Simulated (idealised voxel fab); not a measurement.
Process module, titled voxel gate over fins
cross-section cut | 245 nm wide | cells 5 nm
In this document a cross-section is written as a grid of square cells. It is given as a series of bands, listed from the top down, and a band is one or more rows of cells. Basically the band line says how high the top is and how high the bottom is, in nm, and then what's in it from left to right, every material with its width in nm. Empty space shows up as "air", and if a single material carries "full width" it runs the full band edge to edge. Beneath 0, the wafer as received is one material, and that level is where height counting begins. The lowest band goes on downward without a bottom; it is written like "from 0 down". Think of "30 to 40" as a width that walks from the first number to the second as you go down the band, top row to bottom row, taking equal-sized steps from row to row. Step note "nothing changed" = no cross-section cell changed. Basically, "Enclosed internal cavities" tells you about the enclosed voids: empty spaces with no open way to the top, 8 cells or bigger, each written width x height at distance, where distance is from the left edge, all in nm. The remark found on a step's line after its settings is issued by the simulator itself and pertains to that step. overlay nm: step with mask; distance mask lay right of planned place; negative value = left of planned place. Layout of what follows: cross-section pairs, each bracketing one process step, the after cross-section shown only to the lowest band that changed, the step between and its settings noted under each pair. Pairs may originate in different runs of this module on the same starting wafer; a pair continues from the pair above only where its entry headed "before" says so.

BEFORE
	from 0 down = Si full width
	Enclosed internal cavities: none

POST-PROCESS VIEW
	from 5 to 0 = SiN full width
	Rest of section, below 0: as before.
	Enclosed internal cavities: none
Q: step between the cross-sections above? A: CONFORMAL_DEP, material SiN, thk nm 5

before: per the after cross-section of the pair just above.

POST-PROCESS VIEW
	from 20 to 5 = 60 of air, then 15 of resist, then 20 of air, then 15 of resist, then 20 of air, then 15 of resist, then 20 of air, then 15 of resist, then 65 of air
	Rest of section, below 5: as before.
	Enclosed internal cavities: none
Q: step between the cross-sections above? A: PATTERN, tone cover, mask id FINS, material resist, width nm 15, pitch nm 35, thk nm 15, overlay nm 0

before: per the after cross-section of the pair just above.

POST-PROCESS VIEW
	from 20 to 5 = 60 of air, then 15 of resist, then 20 of air, then 15 of resist, then 20 of air, then 15 of resist, then 20 of air, then 15 of resist, then 65 of air
	from 5 to 0 = 60 of air, then 15 of SiN, then 20 of air, then 15 of SiN, then 20 of air, then 15 of SiN, then 20 of air, then 15 of SiN, then 65 of air
	Rest of section, below 0: as before.
	Enclosed internal cavities: none
Q: step between the cross-sections above? A: DIRECTIONAL_ETCH, etch materials SiN, depth nm 5

before: per the after cross-section of the pair just above.

POST-PROCESS VIEW
	from 20 to 5 = 60 of air, then 15 of resist, then 20 of air, then 15 of resist, then 20 of air, then 15 of resist, then 20 of air, then 15 of resist, then 65 of air
	from 5 to 0 = 60 of air, then 15 of SiN, then 20 of air, then 15 of SiN, then 20 of air, then 15 of SiN, then 20 of air, then 15 of SiN, then 65 of air
	from 0 to -40 = 60 of air, then 15 of Si, then 20 of air, then 15 of Si, then 20 of air, then 15 of Si, then 20 of air, then 15 of Si, then 65 of air
	Rest of section, below -40: as before.
	Enclosed internal cavities: none
Q: step between the cross-sections above? A: DIRECTIONAL_ETCH, etch materials Si, depth nm 40

before: per the after cross-section of the pair just above.

POST-PROCESS VIEW
	from 5 to 0 = 60 of air, then 15 of SiN, then 20 of air, then 15 of SiN, then 20 of air, then 15 of SiN, then 20 of air, then 15 of SiN, then 65 of air
	Rest of section, below 0: as before.
	Enclosed internal cavities: none
Q: step between the cross-sections above? A: STRIP, etch materials resist

before: per the after cross-section of the pair just above.

POST-PROCESS VIEW
	from 15 to 5 = SiO2 full width
	from 5 to 0 = 60 of SiO2, then 15 of SiN, then 20 of SiO2, then 15 of SiN, then 20 of SiO2, then 15 of SiN, then 20 of SiO2, then 15 of SiN, then 65 of SiO2
	from 0 to -40 = 60 of SiO2, then 15 of Si, then 20 of SiO2, then 15 of Si, then 20 of SiO2, then 15 of Si, then 20 of SiO2, then 15 of Si, then 65 of SiO2
	Rest of section, below -40: as before.
	Enclosed internal cavities: none
Q: step between the cross-sections above? A: FILL_DEP, material SiO2, thk nm 10

before: per the after cross-section of the pair just above.

POST-PROCESS VIEW
	from 5 to 0 = 60 of SiO2, then 15 of SiN, then 20 of SiO2, then 15 of SiN, then 20 of SiO2, then 15 of SiN, then 20 of SiO2, then 15 of SiN, then 65 of SiO2
	Rest of section, below 0: as before.
	Enclosed internal cavities: none
Q: step between the cross-sections above? A: CMP, height nm 5

before: per the after cross-section of the pair just above.

POST-PROCESS VIEW
	from 5 to 0 = 60 of air, then 15 of SiN, then 20 of air, then 15 of SiN, then 20 of air, then 15 of SiN, then 20 of air, then 15 of SiN, then 65 of air
	from 0 to -10 = 60 of air, then 15 of Si, then 20 of air, then 15 of Si, then 20 of air, then 15 of Si, then 20 of air, then 15 of Si, then 65 of air
	Rest of section, below -10: as before.
	Enclosed internal cavities: none
Q: step between the cross-sections above? A: SELECTIVE_ETCH, etch materials SiO2, depth nm 15

before: per the after cross-section of the pair just above.

POST-PROCESS VIEW
	from 0 to -10 = 60 of air, then 15 of Si, then 20 of air, then 15 of Si, then 20 of air, then 15 of Si, then 20 of air, then 15 of Si, then 65 of air
	Rest of section, below -10: as before.
	Enclosed internal cavities: none
Q: step between the cross-sections above? A: STRIP, etch materials SiN

before: per the after cross-section of the pair just above.

POST-PROCESS VIEW
	from 5 to 0 = 55 of air, then 25 of HfO2, then 10 of air, then 25 of HfO2, then 10 of air, then 25 of HfO2, then 10 of air, then 25 of HfO2, then 60 of air
	from 0 to -5 = 55 of air, then 5 of HfO2, then 15 of Si, then 5 of HfO2, then 10 of air, then 5 of HfO2, then 15 of Si, then 5 of HfO2, then 10 of air, then 5 of HfO2, then 15 of Si, then 5 of HfO2, then 10 of air, then 5 of HfO2, then 15 of Si, then 5 of HfO2, then 60 of air
	from -5 to -10 = 60 of HfO2, then 15 of Si, then 20 of HfO2, then 15 of Si, then 20 of HfO2, then 15 of Si, then 20 of HfO2, then 15 of Si, then 65 of HfO2
	Rest of section, below -10: as before.
	Enclosed internal cavities: none
Q: step between the cross-sections above? A: CONFORMAL_DEP, material HfO2, thk nm 5

before: per the after cross-section of the pair just above.

POST-PROCESS VIEW
	from 10 to 5 = 50 of air, then 140 of TiN, then 55 of air
	from 5 to 0 = 50 of air, then 5 of TiN, then 25 of HfO2, then 10 of TiN, then 25 of HfO2, then 10 of TiN, then 25 of HfO2, then 10 of TiN, then 25 of HfO2, then 5 of TiN, then 55 of air
	from 0 to -5 = 55 of TiN, then 5 of HfO2, then 15 of Si, then 5 of HfO2, then 10 of TiN, then 5 of HfO2, then 15 of Si, then 5 of HfO2, then 10 of TiN, then 5 of HfO2, then 15 of Si, then 5 of HfO2, then 10 of TiN, then 5 of HfO2, then 15 of Si, then 5 of HfO2, then 60 of TiN
	Rest of section, below -5: as before.
	Enclosed internal cavities: none
Q: step between the cross-sections above? A: CONFORMAL_DEP, material TiN, thk nm 5

before: per the after cross-section of the pair just above.

POST-PROCESS VIEW
	from 25 to 10 = W full width
	from 10 to 5 = 50 of W, then 140 of TiN, then 55 of W
	from 5 to 0 = 50 of W, then 5 of TiN, then 25 of HfO2, then 10 of TiN, then 25 of HfO2, then 10 of TiN, then 25 of HfO2, then 10 of TiN, then 25 of HfO2, then 5 of TiN, then 55 of W
	Rest of section, below 0: as before.
	Enclosed internal cavities: none
Q: step between the cross-sections above? A: FILL_DEP, material W, thk nm 15

before: per the after cross-section of the pair just above.

POST-PROCESS VIEW
	from 20 to 10 = W full width
	Rest of section, below 10: as before.
	Enclosed internal cavities: none
Q: step between the cross-sections above? A: CMP, height nm 20

before: per the after cross-section of the pair just above.

POST-PROCESS VIEW
	from 25 to 20 = SiCN full width
	Rest of section, below 20: as before.
	Enclosed internal cavities: none
Q: step between the cross-sections above? A: CONFORMAL_DEP, material SiCN, thk nm 5

BEFORE
	from 0 to -10 = 60 of air, then 15 of Si, then 20 of air, then 15 of Si, then 20 of air, then 15 of Si, then 20 of air, then 15 of Si, then 65 of air
	from -10 to -40 = 60 of SiO2, then 15 of Si, then 20 of SiO2, then 15 of Si, then 20 of SiO2, then 15 of Si, then 20 of SiO2, then 15 of Si, then 65 of SiO2
	from -40 down = Si full width
	Enclosed internal cavities: none

POST-PROCESS VIEW
	from 5 to 0 = 55 of air, then 25 of TiN, then 10 of air, then 25 of TiN, then 10 of air, then 25 of TiN, then 10 of air, then 25 of TiN, then 60 of air
	from 0 to -5 = 55 of air, then 5 of TiN, then 15 of Si, then 5 of TiN, then 10 of air, then 5 of TiN, then 15 of Si, then 5 of TiN, then 10 of air, then 5 of TiN, then 15 of Si, then 5 of TiN, then 10 of air, then 5 of TiN, then 15 of Si, then 5 of TiN, then 60 of air
	from -5 to -10 = 60 of TiN, then 15 of Si, then 20 of TiN, then 15 of Si, then 20 of TiN, then 15 of Si, then 20 of TiN, then 15 of Si, then 65 of TiN
	Rest of section, below -10: as before.
	Enclosed internal cavities: none
Q: step between the cross-sections above? A: CONFORMAL_DEP, material TiN, thk nm 5

before: per the after cross-section of the pair just above.

POST-PROCESS VIEW
	from 20 to 5 = W full width
	from 5 to 0 = 55 of W, then 25 of TiN, then 10 of W, then 25 of TiN, then 10 of W, then 25 of TiN, then 10 of W, then 25 of TiN, then 60 of W
	from 0 to -5 = 55 of W, then 5 of TiN, then 15 of Si, then 5 of TiN, then 10 of W, then 5 of TiN, then 15 of Si, then 5 of TiN, then 10 of W, then 5 of TiN, then 15 of Si, then 5 of TiN, then 10 of W, then 5 of TiN, then 15 of Si, then 5 of TiN, then 60 of W
	Rest of section, below -5: as before.
	Enclosed internal cavities: none
Q: step between the cross-sections above? A: FILL_DEP, material W, thk nm 15

before: per the after cross-section of the pair just above.

POST-PROCESS VIEW
	from 25 to 20 = SiCN full width
	Rest of section, below 20: as before.
	Enclosed internal cavities: none
Q: step between the cross-sections above? A: CONFORMAL_DEP, material SiCN, thk nm 5

BEFORE
	from 5 to 0 = 60 of air, then 15 of SiN, then 20 of air, then 15 of SiN, then 20 of air, then 15 of SiN, then 20 of air, then 15 of SiN, then 65 of air
	from 0 to -10 = 60 of air, then 15 of Si, then 20 of air, then 15 of Si, then 20 of air, then 15 of Si, then 20 of air, then 15 of Si, then 65 of air
	from -10 to -40 = 60 of SiO2, then 15 of Si, then 20 of SiO2, then 15 of Si, then 20 of SiO2, then 15 of Si, then 20 of SiO2, then 15 of Si, then 65 of SiO2
	from -40 down = Si full width
	Enclosed internal cavities: none

POST-PROCESS VIEW
	from 5 to 0 = 60 of air, then 15 of SiN, then 20 of air, then 15 of SiN, then 20 of air, then 15 of SiN, then 20 of air, then 15 of SiN, then 65 of air
	from 0 to -25 = 60 of air, then 15 of Si, then 20 of air, then 15 of Si, then 20 of air, then 15 of Si, then 20 of air, then 15 of Si, then 65 of air
	Rest of section, below -25: as before.
	Enclosed internal cavities: none
Q: step between the cross-sections above? A: SELECTIVE_ETCH, etch materials SiO2, depth nm 15

before: per the after cross-section of the pair just above.

POST-PROCESS VIEW
	from 0 to -25 = 60 of air, then 15 of Si, then 20 of air, then 15 of Si, then 20 of air, then 15 of Si, then 20 of air, then 15 of Si, then 65 of air
	Rest of section, below -25: as before.
	Enclosed internal cavities: none
Q: step between the cross-sections above? A: STRIP, etch materials SiN

before: per the after cross-section of the pair just above.

POST-PROCESS VIEW
	from 5 to 0 = 55 of air, then 25 of HfO2, then 10 of air, then 25 of HfO2, then 10 of air, then 25 of HfO2, then 10 of air, then 25 of HfO2, then 60 of air
	from 0 to -20 = 55 of air, then 5 of HfO2, then 15 of Si, then 5 of HfO2, then 10 of air, then 5 of HfO2, then 15 of Si, then 5 of HfO2, then 10 of air, then 5 of HfO2, then 15 of Si, then 5 of HfO2, then 10 of air, then 5 of HfO2, then 15 of Si, then 5 of HfO2, then 60 of air
	from -20 to -25 = 60 of HfO2, then 15 of Si, then 20 of HfO2, then 15 of Si, then 20 of HfO2, then 15 of Si, then 20 of HfO2, then 15 of Si, then 65 of HfO2
	Rest of section, below -25: as before.
	Enclosed internal cavities: none
Q: step between the cross-sections above? A: CONFORMAL_DEP, material HfO2, thk nm 5

before: per the after cross-section of the pair just above.

POST-PROCESS VIEW
	from 10 to 5 = 50 of air, then 140 of TiN, then 55 of air
	from 5 to 0 = 50 of air, then 5 of TiN, then 25 of HfO2, then 10 of TiN, then 25 of HfO2, then 10 of TiN, then 25 of HfO2, then 10 of TiN, then 25 of HfO2, then 5 of TiN, then 55 of air
	from 0 to -15 = 50 of air, then 5 of TiN, then 5 of HfO2, then 15 of Si, then 5 of HfO2, then 10 of TiN, then 5 of HfO2, then 15 of Si, then 5 of HfO2, then 10 of TiN, then 5 of HfO2, then 15 of Si, then 5 of HfO2, then 10 of TiN, then 5 of HfO2, then 15 of Si, then 5 of HfO2, then 5 of TiN, then 55 of air
	from -15 to -20 = 55 of TiN, then 5 of HfO2, then 15 of Si, then 5 of HfO2, then 10 of TiN, then 5 of HfO2, then 15 of Si, then 5 of HfO2, then 10 of TiN, then 5 of HfO2, then 15 of Si, then 5 of HfO2, then 10 of TiN, then 5 of HfO2, then 15 of Si, then 5 of HfO2, then 60 of TiN
	Rest of section, below -20: as before.
	Enclosed internal cavities: none
Q: step between the cross-sections above? A: CONFORMAL_DEP, material TiN, thk nm 5

before: per the after cross-section of the pair just above.

POST-PROCESS VIEW
	from 25 to 10 = W full width
	from 10 to 5 = 50 of W, then 140 of TiN, then 55 of W
	from 5 to 0 = 50 of W, then 5 of TiN, then 25 of HfO2, then 10 of TiN, then 25 of HfO2, then 10 of TiN, then 25 of HfO2, then 10 of TiN, then 25 of HfO2, then 5 of TiN, then 55 of W
	from 0 to -15 = 50 of W, then 5 of TiN, then 5 of HfO2, then 15 of Si, then 5 of HfO2, then 10 of TiN, then 5 of HfO2, then 15 of Si, then 5 of HfO2, then 10 of TiN, then 5 of HfO2, then 15 of Si, then 5 of HfO2, then 10 of TiN, then 5 of HfO2, then 15 of Si, then 5 of HfO2, then 5 of TiN, then 55 of W
	Rest of section, below -15: as before.
	Enclosed internal cavities: none
Q: step between the cross-sections above? A: FILL_DEP, material W, thk nm 15

before: per the after cross-section of the pair just above.

POST-PROCESS VIEW
	from 20 to 10 = W full width
	Rest of section, below 10: as before.
	Enclosed internal cavities: none
Q: step between the cross-sections above? A: CMP, height nm 20

before: per the after cross-section of the pair just above.

POST-PROCESS VIEW
	from 25 to 20 = SiCN full width
	Rest of section, below 20: as before.
	Enclosed internal cavities: none
Q: step between the cross-sections above? A: CONFORMAL_DEP, material SiCN, thk nm 5

BEFORE
	from 5 to 0 = 60 of SiO2, then 15 of SiN, then 20 of SiO2, then 15 of SiN, then 20 of SiO2, then 15 of SiN, then 20 of SiO2, then 15 of SiN, then 65 of SiO2
	from 0 to -40 = 60 of SiO2, then 15 of Si, then 20 of SiO2, then 15 of Si, then 20 of SiO2, then 15 of Si, then 20 of SiO2, then 15 of Si, then 65 of SiO2
	from -40 down = Si full width
	Enclosed internal cavities: none

POST-PROCESS VIEW
	from 5 to 0 = 60 of SiO2, then 15 of air, then 20 of SiO2, then 15 of air, then 20 of SiO2, then 15 of air, then 20 of SiO2, then 15 of air, then 65 of SiO2
	Rest of section, below 0: as before.
	Enclosed internal cavities: none
Q: step between the cross-sections above? A: STRIP, etch materials SiN

before: per the after cross-section of the pair just above.

POST-PROCESS VIEW
	from 0 to -10 = 60 of air, then 15 of Si, then 20 of air, then 15 of Si, then 20 of air, then 15 of Si, then 20 of air, then 15 of Si, then 65 of air
	from -10 to -15 = 45 of SiO2, then 15 of air, then 15 of Si, then 20 of air, then 15 of Si, then 20 of air, then 15 of Si, then 20 of air, then 15 of Si, then 15 of air, then 50 of SiO2
	Rest of section, below -15: as before.
	Enclosed internal cavities: none
Q: step between the cross-sections above? A: SELECTIVE_ETCH, etch materials SiO2, depth nm 15

before: per the after cross-section of the pair just above.

POST-PROCESS VIEW
	from 5 to 0 = 55 of air, then 25 of HfO2, then 10 of air, then 25 of HfO2, then 10 of air, then 25 of HfO2, then 10 of air, then 25 of HfO2, then 60 of air
	from 0 to -5 = 55 of air, then 5 of HfO2, then 15 of Si, then 5 of HfO2, then 10 of air, then 5 of HfO2, then 15 of Si, then 5 of HfO2, then 10 of air, then 5 of HfO2, then 15 of Si, then 5 of HfO2, then 10 of air, then 5 of HfO2, then 15 of Si, then 5 of HfO2, then 60 of air
	from -5 to -10 = 50 of HfO2, then 5 of air, then 5 of HfO2, then 15 of Si, then 5 of HfO2, then 10 of air, then 5 of HfO2, then 15 of Si, then 5 of HfO2, then 10 of air, then 5 of HfO2, then 15 of Si, then 5 of HfO2, then 10 of air, then 5 of HfO2, then 15 of Si, then 5 of HfO2, then 5 of air, then 55 of HfO2
	from -10 to -15 = 45 of SiO2, then 15 of HfO2, then 15 of Si, then 20 of HfO2, then 15 of Si, then 20 of HfO2, then 15 of Si, then 20 of HfO2, then 15 of Si, then 15 of HfO2, then 50 of SiO2
	Rest of section, below -15: as before.
	Enclosed internal cavities: none
Q: step between the cross-sections above? A: CONFORMAL_DEP, material HfO2, thk nm 5

before: per the after cross-section of the pair just above.

POST-PROCESS VIEW
	from 10 to 5 = 50 of air, then 140 of TiN, then 55 of air
	from 5 to 0 = 50 of air, then 5 of TiN, then 25 of HfO2, then 10 of TiN, then 25 of HfO2, then 10 of TiN, then 25 of HfO2, then 10 of TiN, then 25 of HfO2, then 5 of TiN, then 55 of air
	from 0 to -5 = 55 of TiN, then 5 of HfO2, then 15 of Si, then 5 of HfO2, then 10 of TiN, then 5 of HfO2, then 15 of Si, then 5 of HfO2, then 10 of TiN, then 5 of HfO2, then 15 of Si, then 5 of HfO2, then 10 of TiN, then 5 of HfO2, then 15 of Si, then 5 of HfO2, then 60 of TiN
	from -5 to -10 = 50 of HfO2, then 5 of TiN, then 5 of HfO2, then 15 of Si, then 5 of HfO2, then 10 of TiN, then 5 of HfO2, then 15 of Si, then 5 of HfO2, then 10 of TiN, then 5 of HfO2, then 15 of Si, then 5 of HfO2, then 10 of TiN, then 5 of HfO2, then 15 of Si, then 5 of HfO2, then 5 of TiN, then 55 of HfO2
	Rest of section, below -10: as before.
	Enclosed internal cavities: none
Q: step between the cross-sections above? A: CONFORMAL_DEP, material TiN, thk nm 5

before: per the after cross-section of the pair just above.

POST-PROCESS VIEW
	from 25 to 10 = W full width
	from 10 to 5 = 50 of W, then 140 of TiN, then 55 of W
	from 5 to 0 = 50 of W, then 5 of TiN, then 25 of HfO2, then 10 of TiN, then 25 of HfO2, then 10 of TiN, then 25 of HfO2, then 10 of TiN, then 25 of HfO2, then 5 of TiN, then 55 of W
	Rest of section, below 0: as before.
	Enclosed internal cavities: none
Q: step between the cross-sections above? A: FILL_DEP, material W, thk nm 15

before: per the after cross-section of the pair just above.

POST-PROCESS VIEW
	from 20 to 10 = W full width
	Rest of section, below 10: as before.
	Enclosed internal cavities: none
Q: step between the cross-sections above? A: CMP, height nm 20

before: per the after cross-section of the pair just above.

POST-PROCESS VIEW
	from 25 to 20 = SiCN full width
	Rest of section, below 20: as before.
	Enclosed internal cavities: none
Q: step between the cross-sections above? A: CONFORMAL_DEP, material SiCN, thk nm 5

BEFORE
	from 5 to 0 = 55 of air, then 25 of HfO2, then 10 of air, then 25 of HfO2, then 10 of air, then 25 of HfO2, then 10 of air, then 25 of HfO2, then 60 of air
	from 0 to -5 = 55 of air, then 5 of HfO2, then 15 of Si, then 5 of HfO2, then 10 of air, then 5 of HfO2, then 15 of Si, then 5 of HfO2, then 10 of air, then 5 of HfO2, then 15 of Si, then 5 of HfO2, then 10 of air, then 5 of HfO2, then 15 of Si, then 5 of HfO2, then 60 of air
	from -5 to -10 = 60 of HfO2, then 15 of Si, then 20 of HfO2, then 15 of Si, then 20 of HfO2, then 15 of Si, then 20 of HfO2, then 15 of Si, then 65 of HfO2
	from -10 to -40 = 60 of SiO2, then 15 of Si, then 20 of SiO2, then 15 of Si, then 20 of SiO2, then 15 of Si, then 20 of SiO2, then 15 of Si, then 65 of SiO2
	from -40 down = Si full width
	Enclosed internal cavities: none

POST-PROCESS VIEW
	from 20 to 10 = 40 of air, then 160 of TiN, then 45 of air
	from 10 to 5 = TiN full width
	from 5 to 0 = 55 of TiN, then 25 of HfO2, then 10 of TiN, then 25 of HfO2, then 10 of TiN, then 25 of HfO2, then 10 of TiN, then 25 of HfO2, then 60 of TiN
	from 0 to -5 = 55 of TiN, then 5 of HfO2, then 15 of Si, then 5 of HfO2, then 10 of TiN, then 5 of HfO2, then 15 of Si, then 5 of HfO2, then 10 of TiN, then 5 of HfO2, then 15 of Si, then 5 of HfO2, then 10 of TiN, then 5 of HfO2, then 15 of Si, then 5 of HfO2, then 60 of TiN
	Rest of section, below -5: as before.
	Enclosed internal cavities: none
Q: step between the cross-sections above? A: CONFORMAL_DEP, material TiN, thk nm 15

before: per the after cross-section of the pair just above.

POST-PROCESS VIEW
	from 35 to 20 = W full width
	from 20 to 10 = 40 of W, then 160 of TiN, then 45 of W
	Rest of section, below 10: as before.
	Enclosed internal cavities: none
Q: step between the cross-sections above? A: FILL_DEP, material W, thk nm 15

before: per the after cross-section of the pair just above.

POST-PROCESS VIEW
	from 20 to 10 = 40 of W, then 160 of TiN, then 45 of W
	Rest of section, below 10: as before.
	Enclosed internal cavities: none
Q: step between the cross-sections above? A: CMP, height nm 20

before: per the after cross-section of the pair just above.

POST-PROCESS VIEW
	from 25 to 20 = SiCN full width
	Rest of section, below 20: as before.
	Enclosed internal cavities: none
Q: step between the cross-sections above? A: CONFORMAL_DEP, material SiCN, thk nm 5

BEFORE
	from 5 to 0 = SiN full width
	from 0 down = Si full width
	Enclosed internal cavities: none

POST-PROCESS VIEW
	from 20 to 5 = 60 of air, then 20 of resist, then 15 of air, then 20 of resist, then 15 of air, then 20 of resist, then 15 of air, then 20 of resist, then 60 of air
	Rest of section, below 5: as before.
	Enclosed internal cavities: none
Q: step between the cross-sections above? A: PATTERN, tone cover, mask id FINS, material resist, width nm 20, pitch nm 35, thk nm 15, overlay nm 0

before: per the after cross-section of the pair just above.

POST-PROCESS VIEW
	from 20 to 5 = 60 of air, then 20 of resist, then 15 of air, then 20 of resist, then 15 of air, then 20 of resist, then 15 of air, then 20 of resist, then 60 of air
	from 5 to 0 = 60 of air, then 20 of SiN, then 15 of air, then 20 of SiN, then 15 of air, then 20 of SiN, then 15 of air, then 20 of SiN, then 60 of air
	Rest of section, below 0: as before.
	Enclosed internal cavities: none
Q: step between the cross-sections above? A: DIRECTIONAL_ETCH, etch materials SiN, depth nm 5

before: per the after cross-section of the pair just above.

POST-PROCESS VIEW
	from 20 to 5 = 60 of air, then 20 of resist, then 15 of air, then 20 of resist, then 15 of air, then 20 of resist, then 15 of air, then 20 of resist, then 60 of air
	from 5 to 0 = 60 of air, then 20 of SiN, then 15 of air, then 20 of SiN, then 15 of air, then 20 of SiN, then 15 of air, then 20 of SiN, then 60 of air
	from 0 to -40 = 60 of air, then 20 of Si, then 15 of air, then 20 of Si, then 15 of air, then 20 of Si, then 15 of air, then 20 of Si, then 60 of air
	Rest of section, below -40: as before.
	Enclosed internal cavities: none
Q: step between the cross-sections above? A: DIRECTIONAL_ETCH, etch materials Si, depth nm 40

before: per the after cross-section of the pair just above.

POST-PROCESS VIEW
	from 5 to 0 = 60 of air, then 20 of SiN, then 15 of air, then 20 of SiN, then 15 of air, then 20 of SiN, then 15 of air, then 20 of SiN, then 60 of air
	Rest of section, below 0: as before.
	Enclosed internal cavities: none
Q: step between the cross-sections above? A: STRIP, etch materials resist

before: per the after cross-section of the pair just above.

POST-PROCESS VIEW
	from 15 to 5 = SiO2 full width
	from 5 to 0 = 60 of SiO2, then 20 of SiN, then 15 of SiO2, then 20 of SiN, then 15 of SiO2, then 20 of SiN, then 15 of SiO2, then 20 of SiN, then 60 of SiO2
	from 0 to -40 = 60 of SiO2, then 20 of Si, then 15 of SiO2, then 20 of Si, then 15 of SiO2, then 20 of Si, then 15 of SiO2, then 20 of Si, then 60 of SiO2
	Rest of section, below -40: as before.
	Enclosed internal cavities: none
Q: step between the cross-sections above? A: FILL_DEP, material SiO2, thk nm 10

before: per the after cross-section of the pair just above.

POST-PROCESS VIEW
	from 5 to 0 = 60 of SiO2, then 20 of SiN, then 15 of SiO2, then 20 of SiN, then 15 of SiO2, then 20 of SiN, then 15 of SiO2, then 20 of SiN, then 60 of SiO2
	Rest of section, below 0: as before.
	Enclosed internal cavities: none
Q: step between the cross-sections above? A: CMP, height nm 5

before: per the after cross-section of the pair just above.

POST-PROCESS VIEW
	from 5 to 0 = 60 of air, then 20 of SiN, then 15 of air, then 20 of SiN, then 15 of air, then 20 of SiN, then 15 of air, then 20 of SiN, then 60 of air
	from 0 to -10 = 60 of air, then 20 of Si, then 15 of air, then 20 of Si, then 15 of air, then 20 of Si, then 15 of air, then 20 of Si, then 60 of air
	Rest of section, below -10: as before.
	Enclosed internal cavities: none
Q: step between the cross-sections above? A: SELECTIVE_ETCH, etch materials SiO2, depth nm 15

before: per the after cross-section of the pair just above.

POST-PROCESS VIEW
	from 0 to -10 = 60 of air, then 20 of Si, then 15 of air, then 20 of Si, then 15 of air, then 20 of Si, then 15 of air, then 20 of Si, then 60 of air
	Rest of section, below -10: as before.
	Enclosed internal cavities: none
Q: step between the cross-sections above? A: STRIP, etch materials SiN

before: per the after cross-section of the pair just above.

POST-PROCESS VIEW
	from 5 to 0 = 55 of air, then 30 of HfO2, then 5 of air, then 30 of HfO2, then 5 of air, then 30 of HfO2, then 5 of air, then 30 of HfO2, then 55 of air
	from 0 to -5 = 55 of air, then 5 of HfO2, then 20 of Si, then 5 of HfO2, then 5 of air, then 5 of HfO2, then 20 of Si, then 5 of HfO2, then 5 of air, then 5 of HfO2, then 20 of Si, then 5 of HfO2, then 5 of air, then 5 of HfO2, then 20 of Si, then 5 of HfO2, then 55 of air
	from -5 to -10 = 60 of HfO2, then 20 of Si, then 15 of HfO2, then 20 of Si, then 15 of HfO2, then 20 of Si, then 15 of HfO2, then 20 of Si, then 60 of HfO2
	Rest of section, below -10: as before.
	Enclosed internal cavities: none
Q: step between the cross-sections above? A: CONFORMAL_DEP, material HfO2, thk nm 5

before: per the after cross-section of the pair just above.

POST-PROCESS VIEW
	from 10 to 5 = 50 of air, then 145 of TiN, then 50 of air
	from 5 to 0 = 50 of air, then 5 of TiN, then 30 of HfO2, then 5 of TiN, then 30 of HfO2, then 5 of TiN, then 30 of HfO2, then 5 of TiN, then 30 of HfO2, then 5 of TiN, then 50 of air
	from 0 to -5 = 55 of TiN, then 5 of HfO2, then 20 of Si, then 5 of HfO2, then 5 of TiN, then 5 of HfO2, then 20 of Si, then 5 of HfO2, then 5 of TiN, then 5 of HfO2, then 20 of Si, then 5 of HfO2, then 5 of TiN, then 5 of HfO2, then 20 of Si, then 5 of HfO2, then 55 of TiN
	Rest of section, below -5: as before.
	Enclosed internal cavities: none
Q: step between the cross-sections above? A: CONFORMAL_DEP, material TiN, thk nm 5

before: per the after cross-section of the pair just above.

POST-PROCESS VIEW
	from 25 to 10 = W full width
	from 10 to 5 = 50 of W, then 145 of TiN, then 50 of W
	from 5 to 0 = 50 of W, then 5 of TiN, then 30 of HfO2, then 5 of TiN, then 30 of HfO2, then 5 of TiN, then 30 of HfO2, then 5 of TiN, then 30 of HfO2, then 5 of TiN, then 50 of W
	Rest of section, below 0: as before.
	Enclosed internal cavities: none
Q: step between the cross-sections above? A: FILL_DEP, material W, thk nm 15

before: per the after cross-section of the pair just above.

POST-PROCESS VIEW
	from 20 to 10 = W full width
	Rest of section, below 10: as before.
	Enclosed internal cavities: none
Q: step between the cross-sections above? A: CMP, height nm 20

before: per the after cross-section of the pair just above.

POST-PROCESS VIEW
	from 25 to 20 = SiCN full width
	Rest of section, below 20: as before.
	Enclosed internal cavities: none
Q: step between the cross-sections above? A: CONFORMAL_DEP, material SiCN, thk nm 5

BEFORE
	from 5 to 0 = SiN full width
	from 0 down = Si full width
	Enclosed internal cavities: none

POST-PROCESS VIEW
	from 20 to 5 = 55 of air, then 15 of resist, then 20 of air, then 15 of resist, then 20 of air, then 15 of resist, then 20 of air, then 15 of resist, then 70 of air
	Rest of section, below 5: as before.
	Enclosed internal cavities: none
Q: step between the cross-sections above? A: PATTERN, tone cover, mask id FINS, material resist, width nm 15, pitch nm 35, thk nm 15, overlay nm -5

before: per the after cross-section of the pair just above.

POST-PROCESS VIEW
	from 20 to 5 = 55 of air, then 15 of resist, then 20 of air, then 15 of resist, then 20 of air, then 15 of resist, then 20 of air, then 15 of resist, then 70 of air
	from 5 to 0 = 55 of air, then 15 of SiN, then 20 of air, then 15 of SiN, then 20 of air, then 15 of SiN, then 20 of air, then 15 of SiN, then 70 of air
	Rest of section, below 0: as before.
	Enclosed internal cavities: none
Q: step between the cross-sections above? A: DIRECTIONAL_ETCH, etch materials SiN, depth nm 5

before: per the after cross-section of the pair just above.

POST-PROCESS VIEW
	from 20 to 5 = 55 of air, then 15 of resist, then 20 of air, then 15 of resist, then 20 of air, then 15 of resist, then 20 of air, then 15 of resist, then 70 of air
	from 5 to 0 = 55 of air, then 15 of SiN, then 20 of air, then 15 of SiN, then 20 of air, then 15 of SiN, then 20 of air, then 15 of SiN, then 70 of air
	from 0 to -40 = 55 of air, then 15 of Si, then 20 of air, then 15 of Si, then 20 of air, then 15 of Si, then 20 of air, then 15 of Si, then 70 of air
	Rest of section, below -40: as before.
	Enclosed internal cavities: none
Q: step between the cross-sections above? A: DIRECTIONAL_ETCH, etch materials Si, depth nm 40

before: per the after cross-section of the pair just above.

POST-PROCESS VIEW
	from 5 to 0 = 55 of air, then 15 of SiN, then 20 of air, then 15 of SiN, then 20 of air, then 15 of SiN, then 20 of air, then 15 of SiN, then 70 of air
	Rest of section, below 0: as before.
	Enclosed internal cavities: none
Q: step between the cross-sections above? A: STRIP, etch materials resist

before: per the after cross-section of the pair just above.

POST-PROCESS VIEW
	from 15 to 5 = SiO2 full width
	from 5 to 0 = 55 of SiO2, then 15 of SiN, then 20 of SiO2, then 15 of SiN, then 20 of SiO2, then 15 of SiN, then 20 of SiO2, then 15 of SiN, then 70 of SiO2
	from 0 to -40 = 55 of SiO2, then 15 of Si, then 20 of SiO2, then 15 of Si, then 20 of SiO2, then 15 of Si, then 20 of SiO2, then 15 of Si, then 70 of SiO2
	Rest of section, below -40: as before.
	Enclosed internal cavities: none
Q: step between the cross-sections above? A: FILL_DEP, material SiO2, thk nm 10
